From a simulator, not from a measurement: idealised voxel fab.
Proc. module: voxel self aligned contacts
For reference, the cross-section in this document is cut, with width 300 nm and square cells of 5 nm.
This document writes a cross-section as a grid whose cells are square, and gives it as bands, listed from the top down; one or more rows of cells form a band.
Band: top and bottom heights (nm) first, top before bottom; then materials from left to right, widths in nm. "full width" marks a sole material filling the band edge to edge. "empty" denotes empty space.
All heights in this document are referenced to 0, defined as the level beneath which the wafer, as received, consists entirely of one material. The lowest band is not bounded below; it extends indefinitely downward and is written in the form "0 and below".
Read "30..40" as a graded width: first number on top, second number at the bottom, same change between each pair of neighbouring rows.
For the purposes of this document, the phrase "remained unchanged" attached to a step denotes that no cell within the cross-section was modified by that step.
In the "Enclosed void inventory" entry, you get each enclosed empty space of 8 cells or more, one with no open way to the top, written width x height at distance, distance from the left edge, in nm.
Step line, after settings: the simulator's comment on this step.
What "overlay nm" on a step's line means: if the step has a mask, that mask lay this far to the right of its planned place, or, when the value is negative, to the left.

**Process steps - plan**
step 1: RECEIVE,material Si
step 2: CONFORMAL_DEP,material SiO2,thk nm 5
step 3: DIRECTIONAL_DEP,material polySi,thk nm 20
step 4: DIRECTIONAL_DEP,material SiN,thk nm 25
step 5: MASKED_ETCH,tone cover,mask id GATE,width nm 30,pitch nm 75,etch materials SiN,depth nm 25,overlay nm 0
step 6: MASKED_ETCH,tone cover,mask id GATE,width nm 30,pitch nm 75,etch materials polySi,depth nm 20,overlay nm 0
step 7: CONFORMAL_DEP,material SiN,thk nm 10
step 8: DIRECTIONAL_ETCH,etch materials SiN,depth nm 10
step 9: FILL_DEP,material SiO2,thk nm 15
step 10: CMP,height nm 60
step 11: DIRECTIONAL_DEP,material aC,thk nm 15
step 12: PATTERN,tone open,mask id CONTACT,material resist,width nm 55,thk nm 30,overlay nm 0
step 13: DIRECTIONAL_ETCH,etch materials aC,depth nm 15
step 14: STRIP,etch materials resist
step 15: DIRECTIONAL_ETCH,etch materials SiO2,depth nm 60
step 16: STRIP,etch materials aC
step 17: CONFORMAL_DEP,material TiN,thk nm 5
step 18: FILL_DEP,material W,thk nm 10
step 19: CMP,height nm 60
step 20: CONFORMAL_DEP,material SiN,thk nm 5

**Cross-section of the wafer upon arrival, representing the state reached after step 1**
> 0 and below | Si full width
> Enclosed void inventory: none

**Final cross-section, module run with one mistake (start and plan as above)**
> 65 down to 60 | SiN full width
> 60 down to 50 | SiO2 125 nm, then TiN 5..15 nm, then W 35..15 nm, then TiN 5..15 nm, then SiO2 130 nm
> 50 down to 25 | SiO2 85 nm, then SiN 50 nm, then TiN 5 nm, then W 15 nm, then TiN 5 nm, then SiN 50 nm, then SiO2 90 nm
> 25 down to 5 | SiO2 85 nm, then SiN 10 nm, then polySi 30 nm, then SiN 10 nm, then TiN 5 nm, then W 15 nm, then TiN 5 nm, then SiN 10 nm, then polySi 30 nm, then SiN 10 nm, then SiO2 90 nm
> 5 down to 0 | SiO2 135 nm, then TiN 25 nm, then SiO2 140 nm
> 0 and below | Si full width
> Enclosed void inventory: none
Deviation noted in wafer processing: for step 12, the planned setting was not used; the step was instead run as PATTERN,tone open,mask id CONTACT,material resist,width nm 45,thk nm 30,overlay nm 0
